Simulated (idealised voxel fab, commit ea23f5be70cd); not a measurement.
The following process module bears the name voxel capacitor over wiring.
Square cells of 5 nm make up the cross-section cut, whose width is 245 nm.
How to read a cross-section here: the picture is a grid of square cells, written as bands going from the top down, and any band can span one or more rows of cells. Band: top and bottom heights (nm) first, top before bottom; then materials from left to right, widths in nm. "all across" marks a sole material filling the band edge to edge. "blank" denotes empty space. Height datum 0, below which the as-received substrate wafer is one material. Lowest band open at the bottom, running downward: "0 down". Read "30..40" as a graded width: first number on top, second number at the bottom, same change between each pair of neighbouring rows. Reading "identical to before" for a step: not a cell of the cross-section changed in it. What "Sealed void list" gives you is every empty space of 8 cells or more that is cut off from the top. Each appears as width x height at distance, with the distance taken from the left edge and width, height and distance all in nm. Text after the settings on a step's line: the simulator's own remark on that step. overlay nm: for a step with a mask, the amount by which the mask lay right of where it was planned; a negative amount means left of it.
-- Steps in the process plan
- 1: RECEIVE,material Si
- 2: CONFORMAL_DEP,material SiO2,thk nm 15
- 3: CONFORMAL_DEP,material SiCN,thk nm 5
- 4: DIRECTIONAL_DEP,material SiO2,thk nm 25
- 5: DIRECTIONAL_DEP,material aC,thk nm 15
- 6: PATTERN,tone open,mask id METAL_1,material resist,width nm 25,pitch nm 80,thk nm 30,overlay nm 0
- 7: DIRECTIONAL_ETCH,etch materials aC,depth nm 15
- 8: STRIP,etch materials resist
- 9: DIRECTIONAL_ETCH,etch materials SiO2,depth nm 25
- 10: DIRECTIONAL_ETCH,etch materials SiCN,depth nm 5
- 11: STRIP,etch materials aC
- 12: CONFORMAL_DEP,material TiN,thk nm 5
- 13: FILL_DEP,material Cu,thk nm 5
- 14: CMP,height nm 45
- 15: CONFORMAL_DEP,material SiCN,thk nm 5
- 16: DIRECTIONAL_DEP,material SiO2,thk nm 10
- 17: DIRECTIONAL_DEP,material aC,thk nm 10
- 18: PATTERN,tone open,mask id PLUG_1,material resist,width nm 15,thk nm 25,overlay nm 0
- 19: DIRECTIONAL_ETCH,etch materials aC,depth nm 10
- 20: STRIP,etch materials resist
- 21: DIRECTIONAL_ETCH,etch materials SiO2,depth nm 10
- 22: DIRECTIONAL_ETCH,etch materials SiCN,depth nm 5
- 23: STRIP,etch materials aC
- 24: CONFORMAL_DEP,material TiN,thk nm 5
- 25: FILL_DEP,material Ru,thk nm 5
- 26: CMP,height nm 60
- 27: DIRECTIONAL_DEP,material TiN,thk nm 10
- 28: DIRECTIONAL_DEP,material HfO2,thk nm 5
- 29: DIRECTIONAL_DEP,material TiN,thk nm 5
- 30: DIRECTIONAL_DEP,material aC,thk nm 15
- 31: PATTERN,tone cover,mask id UPPER_PLATE,material resist,width nm 60,thk nm 30,overlay nm 0
- 32: DIRECTIONAL_ETCH,etch materials aC,depth nm 15
- 33: STRIP,etch materials resist
- 34: DIRECTIONAL_ETCH,etch materials TiN,depth nm 5
- 35: DIRECTIONAL_ETCH,etch materials HfO2,depth nm 5
- 36: STRIP,etch materials aC
- 37: PATTERN,tone cover,mask id LOWER_PLATE,material resist,width nm 70,thk nm 20,overlay nm 0
- 38: DIRECTIONAL_ETCH,etch materials TiN,depth nm 10
- 39: STRIP,etch materials resist
- 40: FILL_DEP,material SiO2,thk nm 20
- 41: CMP,height nm 95
- 42: PATTERN,tone open,mask id PLUG_2,material resist,width nm 15,thk nm 20,overlay nm 0
- 43: DIRECTIONAL_ETCH,etch materials SiO2,depth nm 15
- 44: STRIP,etch materials resist
- 45: CONFORMAL_DEP,material TiN,thk nm 5
- 46: FILL_DEP,material Ru,thk nm 5
- 47: CMP,height nm 95
- 48: CONFORMAL_DEP,material SiCN,thk nm 5
-- First of two wafers: run as planned
-- Here's what the wafer looked like in cross-section when it arrived - that's after step 1
	0 down: Si all across
	Sealed void list: none
-- Step 2 done - wafer cross-section
	15 to 0: SiO2 all across
	Lower than 0, everything is as it was.
-- Step 3 done - wafer cross-section
	20 to 15: SiCN all across
	Lower than 15, everything is as it was.
-- Step 4 done - wafer cross-section
	45 to 20: SiO2 all across
	Lower than 20, everything is as it was.
-- Step 5 done - wafer cross-section
	60 to 45: aC all across
	Lower than 45, everything is as it was.
-- Step 6 done - wafer cross-section
	90 to 60: resist (70); blank (25); resist (55); blank (25); resist (70)
	Lower than 60, everything is as it was.
-- Step 7 done - wafer cross-section
	75 to 60: resist (70); blank (25); resist (55); blank (25); resist (70)
	60 to 45: aC (70); blank (25); aC (55); blank (25); aC (70)
	Lower than 45, everything is as it was.
-- Step 8 done - wafer cross-section
	60 to 45: aC (70); blank (25); aC (55); blank (25); aC (70)
	Lower than 45, everything is as it was.
-- Step 9 done - wafer cross-section
	60 to 45: aC (70); blank (25); aC (55); blank (25); aC (70)
	45 to 20: SiO2 (70); blank (25); SiO2 (55); blank (25); SiO2 (70)
	Lower than 20, everything is as it was.
-- Step 10 done - wafer cross-section
	60 to 45: aC (70); blank (25); aC (55); blank (25); aC (70)
	45 to 20: SiO2 (70); blank (25); SiO2 (55); blank (25); SiO2 (70)
	20 to 15: SiCN (70); blank (25); SiCN (55); blank (25); SiCN (70)
	Lower than 15, everything is as it was.
-- Step 11 done - wafer cross-section
	45 to 20: SiO2 (70); blank (25); SiO2 (55); blank (25); SiO2 (70)
	Lower than 20, everything is as it was.
-- Step 12 done - wafer cross-section
	50 to 45: TiN (75); blank (15); TiN (65); blank (15); TiN (75)
	45 to 20: SiO2 (70); TiN (5); blank (15); TiN (5); SiO2 (55); TiN (5); blank (15); TiN (5); SiO2 (70)
	20 to 15: SiCN (70); TiN (25); SiCN (55); TiN (25); SiCN (70)
	Lower than 15, everything is as it was.
-- Step 13 done - wafer cross-section
	55 to 50: Cu all across
	50 to 45: TiN (75); Cu (15); TiN (65); Cu (15); TiN (75)
	45 to 20: SiO2 (70); TiN (5); Cu (15); TiN (5); SiO2 (55); TiN (5); Cu (15); TiN (5); SiO2 (70)
	Lower than 20, everything is as it was.
-- Step 14 done - wafer cross-section
	45 to 20: SiO2 (70); TiN (5); Cu (15); TiN (5); SiO2 (55); TiN (5); Cu (15); TiN (5); SiO2 (70)
	Lower than 20, everything is as it was.
-- Step 15 done - wafer cross-section
	50 to 45: SiCN all across
	Lower than 45, everything is as it was.
-- Step 16 done - wafer cross-section
	60 to 50: SiO2 all across
	Lower than 50, everything is as it was.
-- Step 17 done - wafer cross-section
	70 to 60: aC all across
	Lower than 60, everything is as it was.
-- Step 18 done - wafer cross-section
	95 to 70: resist (80); blank (15); resist (150)
	Lower than 70, everything is as it was.
-- Step 19 done - wafer cross-section
	85 to 70: resist (80); blank (15); resist (150)
	70 to 60: aC (80); blank (15); aC (150)
	Lower than 60, everything is as it was.
-- Step 20 done - wafer cross-section
	70 to 60: aC (80); blank (15); aC (150)
	Lower than 60, everything is as it was.
-- Step 21 done - wafer cross-section
	70 to 60: aC (80); blank (15); aC (150)
	60 to 50: SiO2 (80); blank (15); SiO2 (150)
	Lower than 50, everything is as it was.
-- Step 22 done - wafer cross-section
	70 to 60: aC (80); blank (15); aC (150)
	60 to 50: SiO2 (80); blank (15); SiO2 (150)
	50 to 45: SiCN (80); blank (15); SiCN (150)
	Lower than 45, everything is as it was.
-- Step 23 done - wafer cross-section
	60 to 50: SiO2 (80); blank (15); SiO2 (150)
	Lower than 50, everything is as it was.
-- Step 24 done - wafer cross-section
	65 to 60: TiN (85); blank (5); TiN (155)
	60 to 50: SiO2 (80); TiN (5); blank (5); TiN (5); SiO2 (150)
	50 to 45: SiCN (80); TiN (15); SiCN (150)
	Lower than 45, everything is as it was.
-- Step 25 done - wafer cross-section
	70 to 65: Ru all across
	65 to 60: TiN (85); Ru (5); TiN (155)
	60 to 50: SiO2 (80); TiN (5); Ru (5); TiN (5); SiO2 (150)
	Lower than 50, everything is as it was.
-- Step 26 done - wafer cross-section
	60 to 50: SiO2 (80); TiN (5); Ru (5); TiN (5); SiO2 (150)
	Lower than 50, everything is as it was.
-- Step 27 done - wafer cross-section
	70 to 60: TiN all across
	Lower than 60, everything is as it was.
-- Step 28 done - wafer cross-section
	75 to 70: HfO2 all across
	Lower than 70, everything is as it was.
-- Step 29 done - wafer cross-section
	80 to 75: TiN all across
	Lower than 75, everything is as it was.
-- Step 30 done - wafer cross-section
	95 to 80: aC all across
	Lower than 80, everything is as it was.
-- Step 31 done - wafer cross-section
	125 to 95: blank (80); resist (60); blank (105)
	Lower than 95, everything is as it was.
-- Step 32 done - wafer cross-section
	110 to 95: blank (80); resist (60); blank (105)
	95 to 80: blank (80); aC (60); blank (105)
	Lower than 80, everything is as it was.
-- Step 33 done - wafer cross-section
	95 to 80: blank (80); aC (60); blank (105)
	Lower than 80, everything is as it was.
-- Step 34 done - wafer cross-section
	95 to 80: blank (80); aC (60); blank (105)
	80 to 75: blank (80); TiN (60); blank (105)
	Lower than 75, everything is as it was.
-- Step 35 done - wafer cross-section
	95 to 80: blank (80); aC (60); blank (105)
	80 to 75: blank (80); TiN (60); blank (105)
	75 to 70: blank (80); HfO2 (60); blank (105)
	Lower than 70, everything is as it was.
-- Step 36 done - wafer cross-section
	80 to 75: blank (80); TiN (60); blank (105)
	Lower than 75, everything is as it was.
-- Step 37 done - wafer cross-section
	100 to 80: blank (75); resist (70); blank (100)
	80 to 75: blank (75); resist (5); TiN (60); resist (5); blank (100)
	75 to 70: blank (75); resist (5); HfO2 (60); resist (5); blank (100)
	Lower than 70, everything is as it was.
-- Step 38 done - wafer cross-section
	100 to 80: blank (75); resist (70); blank (100)
	80 to 75: blank (75); resist (5); TiN (60); resist (5); blank (100)
	75 to 70: blank (75); resist (5); HfO2 (60); resist (5); blank (100)
	70 to 60: blank (75); TiN (70); blank (100)
	Lower than 60, everything is as it was.
-- Step 39 done - wafer cross-section
	80 to 75: blank (80); TiN (60); blank (105)
	75 to 70: blank (80); HfO2 (60); blank (105)
	Lower than 70, everything is as it was.
-- Step 40 done - wafer cross-section
	100 to 80: SiO2 all across
	80 to 75: SiO2 (80); TiN (60); SiO2 (105)
	75 to 70: SiO2 (80); HfO2 (60); SiO2 (105)
	70 to 60: SiO2 (75); TiN (70); SiO2 (100)
	Lower than 60, everything is as it was.
-- Step 41 done - wafer cross-section
	95 to 80: SiO2 all across
	Lower than 80, everything is as it was.
-- Step 42 done - wafer cross-section
	115 to 95: resist (90); blank (15); resist (140)
	Lower than 95, everything is as it was.
-- Step 43 done - wafer cross-section
	115 to 95: resist (90); blank (15); resist (140)
	95 to 80: SiO2 (90); blank (15); SiO2 (140)
	Lower than 80, everything is as it was.
-- Step 44 done - wafer cross-section
	95 to 80: SiO2 (90); blank (15); SiO2 (140)
	Lower than 80, everything is as it was.
-- Step 45 done - wafer cross-section
	100 to 95: TiN (95); blank (5); TiN (145)
	95 to 85: SiO2 (90); TiN (5); blank (5); TiN (5); SiO2 (140)
	85 to 75: SiO2 (90..80); TiN (15..60); SiO2 (140..105)
	Lower than 75, everything is as it was.
-- Step 46 done - wafer cross-section
	105 to 100: Ru all across
	100 to 95: TiN (95); Ru (5); TiN (145)
	95 to 85: SiO2 (90); TiN (5); Ru (5); TiN (5); SiO2 (140)
	Lower than 85, everything is as it was.
-- Step 47 done - wafer cross-section
	95 to 85: SiO2 (90); TiN (5); Ru (5); TiN (5); SiO2 (140)
	Lower than 85, everything is as it was.
-- Step 48 done - wafer cross-section
	100 to 95: SiCN all across
	Lower than 95, everything is as it was.
-- Wafer two. Same start, same plan, one slip in execution. Same as wafer one through step 2, inclusive
Cross-section: second wafer, time at which step 3 was scheduled to end: identical to before
-- Cross-section: second wafer, time at which step 4 was scheduled to end
	40 to 0: SiO2 all across
	Lower than 0, everything is as it was.
-- Cross-section: second wafer, time at which step 5 was scheduled to end
	55 to 40: aC all across
	Lower than 40, everything is as it was.
-- Cross-section: second wafer, time at which step 6 was scheduled to end
	85 to 55: resist (70); blank (25); resist (55); blank (25); resist (70)
	Lower than 55, everything is as it was.
-- Cross-section: second wafer, time at which step 7 was scheduled to end
	70 to 55: resist (70); blank (25); resist (55); blank (25); resist (70)
	55 to 40: aC (70); blank (25); aC (55); blank (25); aC (70)
	Lower than 40, everything is as it was.
-- Cross-section: second wafer, time at which step 8 was scheduled to end
	55 to 40: aC (70); blank (25); aC (55); blank (25); aC (70)
	Lower than 40, everything is as it was.
-- Cross-section: second wafer, time at which step 9 was scheduled to end
	55 to 40: aC (70); blank (25); aC (55); blank (25); aC (70)
	40 to 15: SiO2 (70); blank (25); SiO2 (55); blank (25); SiO2 (70)
	Lower than 15, everything is as it was.
Cross-section: second wafer, time at which step 10 was scheduled to end: identical to before
-- Cross-section: second wafer, time at which step 11 was scheduled to end
	40 to 15: SiO2 (70); blank (25); SiO2 (55); blank (25); SiO2 (70)
	Lower than 15, everything is as it was.
-- Cross-section: second wafer, time at which step 12 was scheduled to end
	45 to 40: TiN (75); blank (15); TiN (65); blank (15); TiN (75)
	40 to 20: SiO2 (70); TiN (5); blank (15); TiN (5); SiO2 (55); TiN (5); blank (15); TiN (5); SiO2 (70)
	20 to 15: SiO2 (70); TiN (25); SiO2 (55); TiN (25); SiO2 (70)
	Lower than 15, everything is as it was.
-- Cross-section: second wafer, time at which step 13 was scheduled to end
	50 to 45: Cu all across
	45 to 40: TiN (75); Cu (15); TiN (65); Cu (15); TiN (75)
	40 to 20: SiO2 (70); TiN (5); Cu (15); TiN (5); SiO2 (55); TiN (5); Cu (15); TiN (5); SiO2 (70)
	Lower than 20, everything is as it was.
-- Cross-section: second wafer, time at which step 14 was scheduled to end
	45 to 40: TiN (75); Cu (15); TiN (65); Cu (15); TiN (75)
	Lower than 40, everything is as it was.
-- Cross-section: second wafer, time at which step 15 was scheduled to end
	50 to 45: SiCN all across
	Lower than 45, everything is as it was.
-- Cross-section: second wafer, time at which step 16 was scheduled to end
	60 to 50: SiO2 all across
	Lower than 50, everything is as it was.
-- Cross-section: second wafer, time at which step 17 was scheduled to end
	70 to 60: aC all across
	Lower than 60, everything is as it was.
-- Cross-section: second wafer, time at which step 18 was scheduled to end
	95 to 70: resist (80); blank (15); resist (150)
	Lower than 70, everything is as it was.
-- Cross-section: second wafer, time at which step 19 was scheduled to end
	85 to 70: resist (80); blank (15); resist (150)
	70 to 60: aC (80); blank (15); aC (150)
	Lower than 60, everything is as it was.
-- Cross-section: second wafer, time at which step 20 was scheduled to end
	70 to 60: aC (80); blank (15); aC (150)
	Lower than 60, everything is as it was.
-- Cross-section: second wafer, time at which step 21 was scheduled to end
	70 to 60: aC (80); blank (15); aC (150)
	60 to 50: SiO2 (80); blank (15); SiO2 (150)
	Lower than 50, everything is as it was.
-- Cross-section: second wafer, time at which step 22 was scheduled to end
	70 to 60: aC (80); blank (15); aC (150)
	60 to 50: SiO2 (80); blank (15); SiO2 (150)
	50 to 45: SiCN (80); blank (15); SiCN (150)
	Lower than 45, everything is as it was.
-- Cross-section: second wafer, time at which step 23 was scheduled to end
	60 to 50: SiO2 (80); blank (15); SiO2 (150)
	Lower than 50, everything is as it was.
-- Cross-section: second wafer, time at which step 24 was scheduled to end
	65 to 60: TiN (85); blank (5); TiN (155)
	60 to 50: SiO2 (80); TiN (5); blank (5); TiN (5); SiO2 (150)
	50 to 45: SiCN (80); TiN (15); SiCN (150)
	Lower than 45, everything is as it was.
-- Cross-section: second wafer, time at which step 25 was scheduled to end
	70 to 65: Ru all across
	65 to 60: TiN (85); Ru (5); TiN (155)
	60 to 50: SiO2 (80); TiN (5); Ru (5); TiN (5); SiO2 (150)
	Lower than 50, everything is as it was.
-- Cross-section: second wafer, time at which step 26 was scheduled to end
	60 to 50: SiO2 (80); TiN (5); Ru (5); TiN (5); SiO2 (150)
	Lower than 50, everything is as it was.
-- Cross-section: second wafer, time at which step 27 was scheduled to end
	70 to 60: TiN all across
	Lower than 60, everything is as it was.
-- Cross-section: second wafer, time at which step 28 was scheduled to end
	75 to 70: HfO2 all across
	Lower than 70, everything is as it was.
-- Cross-section: second wafer, time at which step 29 was scheduled to end
	80 to 75: TiN all across
	Lower than 75, everything is as it was.
-- Cross-section: second wafer, time at which step 30 was scheduled to end
	95 to 80: aC all across
	Lower than 80, everything is as it was.
-- Cross-section: second wafer, time at which step 31 was scheduled to end
	125 to 95: blank (80); resist (60); blank (105)
	Lower than 95, everything is as it was.
-- Cross-section: second wafer, time at which step 32 was scheduled to end
	110 to 95: blank (80); resist (60); blank (105)
	95 to 80: blank (80); aC (60); blank (105)
	Lower than 80, everything is as it was.
-- Cross-section: second wafer, time at which step 33 was scheduled to end
	95 to 80: blank (80); aC (60); blank (105)
	Lower than 80, everything is as it was.
-- Cross-section: second wafer, time at which step 34 was scheduled to end
	95 to 80: blank (80); aC (60); blank (105)
	80 to 75: blank (80); TiN (60); blank (105)
	Lower than 75, everything is as it was.
-- Cross-section: second wafer, time at which step 35 was scheduled to end
	95 to 80: blank (80); aC (60); blank (105)
	80 to 75: blank (80); TiN (60); blank (105)
	75 to 70: blank (80); HfO2 (60); blank (105)
	Lower than 70, everything is as it was.
-- Cross-section: second wafer, time at which step 36 was scheduled to end
	80 to 75: blank (80); TiN (60); blank (105)
	Lower than 75, everything is as it was.
-- Cross-section: second wafer, time at which step 37 was scheduled to end
	100 to 80: blank (75); resist (70); blank (100)
	80 to 75: blank (75); resist (5); TiN (60); resist (5); blank (100)
	75 to 70: blank (75); resist (5); HfO2 (60); resist (5); blank (100)
	Lower than 70, everything is as it was.
-- Cross-section: second wafer, time at which step 38 was scheduled to end
	100 to 80: blank (75); resist (70); blank (100)
	80 to 75: blank (75); resist (5); TiN (60); resist (5); blank (100)
	75 to 70: blank (75); resist (5); HfO2 (60); resist (5); blank (100)
	70 to 60: blank (75); TiN (70); blank (100)
	Lower than 60, everything is as it was.
-- Cross-section: second wafer, time at which step 39 was scheduled to end
	80 to 75: blank (80); TiN (60); blank (105)
	75 to 70: blank (80); HfO2 (60); blank (105)
	Lower than 70, everything is as it was.
-- Cross-section: second wafer, time at which step 40 was scheduled to end
	100 to 80: SiO2 all across
	80 to 75: SiO2 (80); TiN (60); SiO2 (105)
	75 to 70: SiO2 (80); HfO2 (60); SiO2 (105)
	70 to 60: SiO2 (75); TiN (70); SiO2 (100)
	Lower than 60, everything is as it was.
-- Cross-section: second wafer, time at which step 41 was scheduled to end
	95 to 80: SiO2 all across
	Lower than 80, everything is as it was.
-- Cross-section: second wafer, time at which step 42 was scheduled to end
	115 to 95: resist (90); blank (15); resist (140)
	Lower than 95, everything is as it was.
-- Cross-section: second wafer, time at which step 43 was scheduled to end
	115 to 95: resist (90); blank (15); resist (140)
	95 to 80: SiO2 (90); blank (15); SiO2 (140)
	Lower than 80, everything is as it was.
-- Cross-section: second wafer, time at which step 44 was scheduled to end
	95 to 80: SiO2 (90); blank (15); SiO2 (140)
	Lower than 80, everything is as it was.
-- Cross-section: second wafer, time at which step 45 was scheduled to end
	100 to 95: TiN (95); blank (5); TiN (145)
	95 to 85: SiO2 (90); TiN (5); blank (5); TiN (5); SiO2 (140)
	85 to 75: SiO2 (90..80); TiN (15..60); SiO2 (140..105)
	Lower than 75, everything is as it was.
-- Cross-section: second wafer, time at which step 46 was scheduled to end
	105 to 100: Ru all across
	100 to 95: TiN (95); Ru (5); TiN (145)
	95 to 85: SiO2 (90); TiN (5); Ru (5); TiN (5); SiO2 (140)
	Lower than 85, everything is as it was.
-- Cross-section: second wafer, time at which step 47 was scheduled to end
	95 to 85: SiO2 (90); TiN (5); Ru (5); TiN (5); SiO2 (140)
	Lower than 85, everything is as it was.
-- Cross-section: second wafer, time at which step 48 was scheduled to end
	100 to 95: SiCN all across
	Lower than 95, everything is as it was.
What broke from the plan during processing? step 3 of the plan never got run, it was skipped over
Once processing is complete, comparing cell counts shows that the second wafer has more or fewer of certain materials than the first: 39 fewer of SiCN, 39 more of TiN
